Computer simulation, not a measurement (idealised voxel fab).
process module | voxel air gaps
cross-section cut | 165 nm wide | cells 5 nm
A cross-section is a grid of square cells, given in bands from the top down. A band is one or more rows of cells.
Each band's line starts with the height of the band's top and of its bottom, in nm. Then come its materials from left to right, each with its width in nm. One material with "throughout" fills the band from edge to edge. "air" is empty space.
Height 0 is the level under which the wafer as received is all one material. The lowest band goes on downwards, as in "0 down".
A width such as "30 to 40" changes by the same amount from each row of cells to the next, from the band's top row to its bottom row.
"no change" after a step means that no cell of the cross-section changed.
closed voids: empty space of 8 cells or more with no open way to the top, each as width x height at its distance from the left edge, in nm
after a step's settings: what the simulator itself notes on the step
overlay nm, on a step with a mask: how far to the right of its planned place the mask lay; to the left if negative
plan
1 op RECEIVE | material Si
2 op CONFORMAL_DEP | material SiO2 | thk nm 15
3 op CONFORMAL_DEP | material SiCN | thk nm 5
4 op DIRECTIONAL_DEP | material SiO2 | thk nm 35
5 op MASKED_ETCH | tone open | mask id LINES | width nm 20 | pitch nm 45 | etch materials SiO2 | depth nm 35 | overlay nm 0
6 op CONFORMAL_DEP | material TiN | thk nm 5
7 op FILL_DEP | material Cu | thk nm 5
8 op CMP | height nm 55
9 op EPI | material Ru | thk nm 10
10 op SELECTIVE_ETCH | etch materials SiO2 | depth nm 45
11 op CONFORMAL_DEP | material SiCN | thk nm 5
as received, after step 1
  0 down: Si throughout
  closed voids: none
first wafer at the end, as planned
  70 to 65: air 10 | SiCN 140 | air 15
  65 to 55: air 10 | SiCN 5 | Ru 40 | SiCN 5 | Ru 40 | SiCN 5 | Ru 40 | SiCN 5 | air 15
  55 to 50: air 10 | SiCN 15 | TiN 5 | Cu 10 | TiN 5 | SiCN 25 | TiN 5 | Cu 10 | TiN 5 | SiCN 25 | TiN 5 | Cu 10 | TiN 5 | SiCN 15 | air 15
  50 to 25: air 20 | SiCN 5 | TiN 5 | Cu 10 | TiN 5 | SiCN 5 | air 15 | SiCN 5 | TiN 5 | Cu 10 | TiN 5 | SiCN 5 | air 15 | SiCN 5 | TiN 5 | Cu 10 | TiN 5 | SiCN 5 | air 25
  25 to 20: SiCN 25 | TiN 20 | SiCN 25 | TiN 20 | SiCN 25 | TiN 20 | SiCN 30
  20 to 15: SiCN throughout
  15 to 0: SiO2 throughout
  0 down: Si throughout
  closed voids: 15 x 25 at 50; 15 x 25 at 95
second wafer at the end: like start, like plan, one mistake
  70 to 65: air 10 | SiCN 140 | air 15
  65 to 55: air 10 | SiCN 5 | Ru 40 | SiCN 5 | Ru 40 | SiCN 5 | Ru 40 | SiCN 5 | air 15
  55 to 25: air 10 | SiCN 5 | Ru 10 | TiN 5 | Cu 10 | TiN 5 | Ru 10 | SiCN 5 | Ru 10 | TiN 5 | Cu 10 | TiN 5 | Ru 10 | SiCN 5 | Ru 10 | TiN 5 | Cu 10 | TiN 5 | Ru 10 | SiCN 5 | air 15
  25 to 20: SiCN 15 | Ru 10 | TiN 20 | Ru 10 | SiCN 5 | Ru 10 | TiN 20 | Ru 10 | SiCN 5 | Ru 10 | TiN 20 | Ru 10 | SiCN 20
  20 to 15: SiCN throughout
  15 to 0: SiO2 throughout
  0 down: Si throughout
  closed voids: none
what went wrong: steps 9 and 10 were swapped
at the end the second wafer has, in cells: 84 more of Ru | 34 fewer of SiCN
closed voids at the end (first wafer, second wafer): 2, 0
